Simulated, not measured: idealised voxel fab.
voxel transistor to metal: a process module
The cross-section shown here is cut; it is 175 nm wide and divided into square cells measuring 5 nm on a side.
If you're reading a cross-section in this doc, picture square cells in a grid; it comes to you as bands, top ones listed first down to the bottom, and a band can be one or more rows of cells.
Quick guide to a band line: top height, bottom height (nm) up front; then every material left to right with its width in nm. Only one material and it's marked "all across"? Then it fills the band edge to edge. And "blank" just means empty space.
Counting heights begins at 0, where everything beneath is, in the wafer as received, one material. The lowest band has no bottom; it goes on downwards, as "from 0 down" shows.
Top row gets the first number, bottom row gets the second, and each row in between changes by the same step: that is how a band width like "30->40" works.
Key: "same as before" - step with no changed cell in the cross-section.
Look at "Enclosed void catalog" for the closed voids: empty spaces with no open path to the top, sized 8 cells or up. Each is width x height at distance, distance from the left edge, all nm.
after a step's settings: what the simulator itself notes on the step
For masked steps, "overlay nm" on the step line gives how far right of plan the mask actually lay; a minus sign means it lay to the left.
### Planned step list for the process
1. RECEIVE,material Si
2. OXIDIZE,depth nm 5
3. CONFORMAL_DEP,material SiN,thk nm 10
4. PATTERN,tone cover,mask id ACTIVE,material resist,width nm 105,thk nm 20,overlay nm 0
5. DIRECTIONAL_ETCH,etch materials SiN,depth nm 10
6. DIRECTIONAL_ETCH,etch materials SiO2,depth nm 5
7. DIRECTIONAL_ETCH,etch materials Si,depth nm 25
8. STRIP,etch materials resist
9. OXIDIZE,depth nm 5
10. FILL_DEP,material SiO2,thk nm 15
11. CMP,height nm 10
12. SELECTIVE_ETCH,etch materials SiO2,depth nm 5
13. STRIP,etch materials SiN
14. SELECTIVE_ETCH,etch materials SiO2,depth nm 5
15. OXIDIZE,depth nm 5
16. DIRECTIONAL_DEP,material polySi,thk nm 20
17. DIRECTIONAL_DEP,material SiCN,thk nm 10
18. MASKED_ETCH,tone cover,mask id GATE,width nm 25,etch materials SiCN,depth nm 20,overlay nm 0
19. MASKED_ETCH,tone cover,mask id GATE,width nm 25,etch materials polySi,depth nm 30,overlay nm 0
20. CONFORMAL_DEP,material SiO2,thk nm 5
21. DIRECTIONAL_ETCH,etch materials SiO2,depth nm 5
22. CONFORMAL_DEP,material SiN,thk nm 10
23. DIRECTIONAL_ETCH,etch materials SiN,depth nm 10
24. DIRECTIONAL_ETCH,etch materials SiO2,depth nm 5
25. DIRECTIONAL_ETCH,etch materials Si,depth nm 15
26. EPI,material nSi,thk nm 15
27. FILL_DEP,material SiO2,thk nm 5
28. CMP,height nm 15
29. STRIP,etch materials polySi
30. SELECTIVE_ETCH,etch materials SiO2,depth nm 5
31. CONFORMAL_DEP,material HfO2,thk nm 5
32. CONFORMAL_DEP,material TiN,thk nm 5
33. FILL_DEP,material W,thk nm 10
34. CMP,height nm 10
35. DIRECTIONAL_DEP,material SiO2,thk nm 15
36. DIRECTIONAL_DEP,material aC,thk nm 10
37. PATTERN,tone open,mask id CONTACT,material resist,width nm 20,pitch nm 75,thk nm 30,overlay nm 0
38. DIRECTIONAL_ETCH,etch materials aC,depth nm 10
39. STRIP,etch materials resist
40. DIRECTIONAL_ETCH,etch materials SiO2,depth nm 20
41. STRIP,etch materials aC
42. CONFORMAL_DEP,material TiN,thk nm 5
43. FILL_DEP,material W,thk nm 10
44. CMP,height nm 25
45. DIRECTIONAL_DEP,material TiN,thk nm 5
46. DIRECTIONAL_DEP,material W,thk nm 15
47. PATTERN,tone cover,mask id METAL_1,material resist,width nm 20,pitch nm 75,thk nm 20,overlay nm 0
48. DIRECTIONAL_ETCH,etch materials W,depth nm 15
49. DIRECTIONAL_ETCH,etch materials TiN,depth nm 5
50. STRIP,etch materials resist
51. FILL_DEP,material SiO2,thk nm 10
52. CMP,height nm 45
53. CONFORMAL_DEP,material SiCN,thk nm 5
54. DIRECTIONAL_DEP,material SiO2,thk nm 25
55. MASKED_ETCH,tone open,mask id METAL_2,width nm 20,pitch nm 75,etch materials SiO2,depth nm 15,overlay nm 0
56. MASKED_ETCH,tone open,mask id METAL_2_HOLES,width nm 15,pitch nm 75,etch materials SiO2,depth nm 10,overlay nm 0
57. MASKED_ETCH,tone open,mask id METAL_2_HOLES,width nm 15,pitch nm 75,etch materials SiCN,depth nm 5,overlay nm 0
58. CONFORMAL_DEP,material TiN,thk nm 5
59. FILL_DEP,material Cu,thk nm 5
60. CMP,height nm 75
61. CONFORMAL_DEP,material SiN,thk nm 5
### This is the cross-section of the wafer as we received it, i.e. after step 1
    from 0 down: Si all across
    Enclosed void catalog: none
### Here's the wafer cut in cross-section after the module, started and planned just like above, except one thing was done wrong in the run
    from 80 to 75: SiN all across
    from 75 to 65: SiO2 (40) / TiN (5) / Cu (10) / TiN (5) / SiO2 (55) / TiN (5) / Cu (10) / TiN (5) / SiO2 (40)
    from 65 to 60: SiO2 (40) / TiN (5) / Cu (5) / TiN (10) / SiO2 (55) / TiN (5) / Cu (5) / TiN (10) / SiO2 (40)
    from 60 to 50: SiO2 (40) / TiN (5) / Cu (5) / TiN (5) / SiO2 (60) / TiN (5) / Cu (5) / TiN (5) / SiO2 (45)
    from 50 to 45: SiCN (40) / TiN (15) / SiCN (60) / TiN (15) / SiCN (45)
    from 45 to 30: SiO2 (40) / W (20) / SiO2 (55) / W (20) / SiO2 (40)
    from 30 to 25: SiO2 (40) / TiN (20) / SiO2 (55) / TiN (20) / SiO2 (40)
    from 25 to 10: SiO2 (40) / TiN (5) / W (10) / TiN (5) / SiO2 (55) / TiN (5) / W (10) / TiN (5) / SiO2 (40)
    from 10 to 5: SiO2 (40) / TiN (20) / SiN (10) / HfO2 (5) / TiN (5) / W (15) / TiN (5) / HfO2 (5) / SiN (10) / TiN (20) / SiO2 (40)
    from 5 to 0: SiO2 (45) / nSi (15) / SiN (10) / HfO2 (5) / TiN (5) / W (15) / TiN (5) / HfO2 (5) / SiN (10) / nSi (15) / SiO2 (45)
    from 0 to -5: SiO2 (30) / SiN (10) / nSi (20) / SiN (10) / HfO2 (5) / TiN (25) / HfO2 (5) / SiN (10) / nSi (20) / SiN (10) / SiO2 (30)
    from -5 to -10: SiO2 (30) / SiN (5) / SiO2 (5) / nSi (20) / SiO2 (10) / HfO2 (35) / SiO2 (10) / nSi (20) / SiO2 (5) / SiN (5) / SiO2 (30)
    from -10 to -15: SiO2 (45) / nSi (15) / Si (55) / nSi (15) / SiO2 (45)
    from -15 to -25: SiO2 (40) / Si (5) / nSi (15) / Si (55) / nSi (15) / Si (5) / SiO2 (40)
    from -25 to -35: SiO2 (40) / Si (95) / SiO2 (40)
    from -35 down: Si all across
    Enclosed void catalog: none
Against the plan, the run slipped here: it was found that steps 12 and 13 of the process plan had been performed in exchanged positions
